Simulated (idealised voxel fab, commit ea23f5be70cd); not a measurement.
Process module in this document: voxel capacitor over wiring
Square cells of 5 nm make up the cross-section cut, whose width is 295 nm.
A cross-section is written here as square cells arranged in a grid, and it is given in bands from the top down, each band taking up one or more rows of cells.
This entry defines a band. It first specifies the height of the band's top and the height of its bottom in nm, and then specifies the band's materials from left to right, stating each material with its width in nm. The word "edge to edge" identifies a single material that fills the band from edge to edge, while the word "empty" identifies empty space.
Heads up on the height convention: 0 is the point under which the incoming wafer is all one material, and the lowest band has no bottom, it just keeps going down, like "0 -> down".
It should be noted that a width expressed as "30..40" varies in equal increments from row to row of cells within the band, taking the value of the first number at the top row and that of the second number at the bottom row.
"no alteration" (step): cross-section cells unchanged, all of them.
Reported under the label "Sealed cavities" are the empty spaces having no open way to the top and comprising 8 cells or more; the notation for each is width x height at distance, in which the distance is measured from the left edge and all three values are in nm.
Where a step's line continues beyond its settings, the continuation is a remark by the simulator itself on that step.
overlay nm, on a step with a mask: how far to the right of its planned place the mask lay; to the left if negative

# List of planned process steps
- 1: RECEIVE | material Si
- 2: CONFORMAL_DEP | material SiO2 | thk nm 10
- 3: CONFORMAL_DEP | material SiN | thk nm 5
- 4: DIRECTIONAL_DEP | material SiO2 | thk nm 20
- 5: PATTERN | tone open | mask id METAL_1 | material resist | width nm 20 | pitch nm 90 | thk nm 15 | overlay nm 0
- 6: DIRECTIONAL_ETCH | etch materials SiO2 | depth nm 20
- 7: DIRECTIONAL_ETCH | etch materials SiN | depth nm 5
- 8: STRIP | etch materials resist
- 9: CONFORMAL_DEP | material TiN | thk nm 5
- 10: FILL_DEP | material W | thk nm 5
- 11: CMP | height nm 35
- 12: CONFORMAL_DEP | material SiCN | thk nm 5
- 13: DIRECTIONAL_DEP | material lowk | thk nm 10
- 14: PATTERN | tone open | mask id PLUG_1 | material resist | width nm 15 | thk nm 15 | overlay nm 0
- 15: DIRECTIONAL_ETCH | etch materials lowk | depth nm 10
- 16: DIRECTIONAL_ETCH | etch materials SiCN | depth nm 5
- 17: STRIP | etch materials resist
- 18: CONFORMAL_DEP | material TiN | thk nm 5
- 19: FILL_DEP | material W | thk nm 10
- 20: CMP | height nm 50
- 21: DIRECTIONAL_DEP | material TiN | thk nm 10
- 22: DIRECTIONAL_DEP | material Al2O3 | thk nm 5
- 23: DIRECTIONAL_DEP | material TiN | thk nm 5
- 24: DIRECTIONAL_DEP | material aC | thk nm 15
- 25: PATTERN | tone cover | mask id UPPER_PLATE | material resist | width nm 75 | thk nm 35 | overlay nm 0
- 26: DIRECTIONAL_ETCH | etch materials aC | depth nm 15
- 27: STRIP | etch materials resist
- 28: DIRECTIONAL_ETCH | etch materials TiN | depth nm 5
- 29: DIRECTIONAL_ETCH | etch materials Al2O3 | depth nm 5
- 30: STRIP | etch materials aC
- 31: PATTERN | tone cover | mask id LOWER_PLATE | material resist | width nm 85 | thk nm 20 | overlay nm 0
- 32: DIRECTIONAL_ETCH | etch materials TiN | depth nm 10
- 33: STRIP | etch materials resist
- 34: FILL_DEP | material SiO2 | thk nm 20
- 35: CMP | height nm 85
- 36: PATTERN | tone open | mask id PLUG_2 | material resist | width nm 15 | thk nm 20 | overlay nm 0
- 37: DIRECTIONAL_ETCH | etch materials SiO2 | depth nm 15
- 38: STRIP | etch materials resist
- 39: CONFORMAL_DEP | material TiN | thk nm 5
- 40: FILL_DEP | material W | thk nm 10
- 41: CMP | height nm 85
- 42: CONFORMAL_DEP | material SiN | thk nm 5

# Received-state cross-section, reflecting completion of step 1
  0 -> down: Si edge to edge
  Sealed cavities: none

# Wafer cross-section at end of module: start and plan as shown above, one execution error
  90 -> 85: SiN edge to edge
  85 -> 75: W 100 nm, then TiN 5 nm, then SiO2 15 nm, then TiN 5 nm, then W 170 nm
  75 -> 70: TiN 105 nm, then SiO2 15 nm, then TiN 175 nm
  70 -> 65: SiO2 95 nm, then TiN 75 nm, then SiO2 125 nm
  65 -> 60: SiO2 95 nm, then Al2O3 75 nm, then SiO2 125 nm
  60 -> 50: SiO2 90 nm, then TiN 85 nm, then SiO2 120 nm
  50 -> 40: lowk 95 nm, then TiN 5 nm, then W 5 nm, then TiN 5 nm, then lowk 185 nm
  40 -> 35: SiCN 95 nm, then TiN 15 nm, then SiCN 185 nm
  35 -> 15: SiO2 90 nm, then TiN 5 nm, then W 10 nm, then TiN 5 nm, then SiO2 70 nm, then TiN 5 nm, then W 10 nm, then TiN 5 nm, then SiO2 95 nm
  15 -> 10: SiN 90 nm, then TiN 20 nm, then SiN 70 nm, then TiN 20 nm, then SiN 95 nm
  10 -> 0: SiO2 edge to edge
  0 -> down: Si edge to edge
  Sealed cavities: none
Deviation noted in wafer processing: heads up, step 36 didn't go per plan, it actually ran as PATTERN | tone cover | mask id PLUG_2 | material resist | width nm 15 | thk nm 20 | overlay nm 0
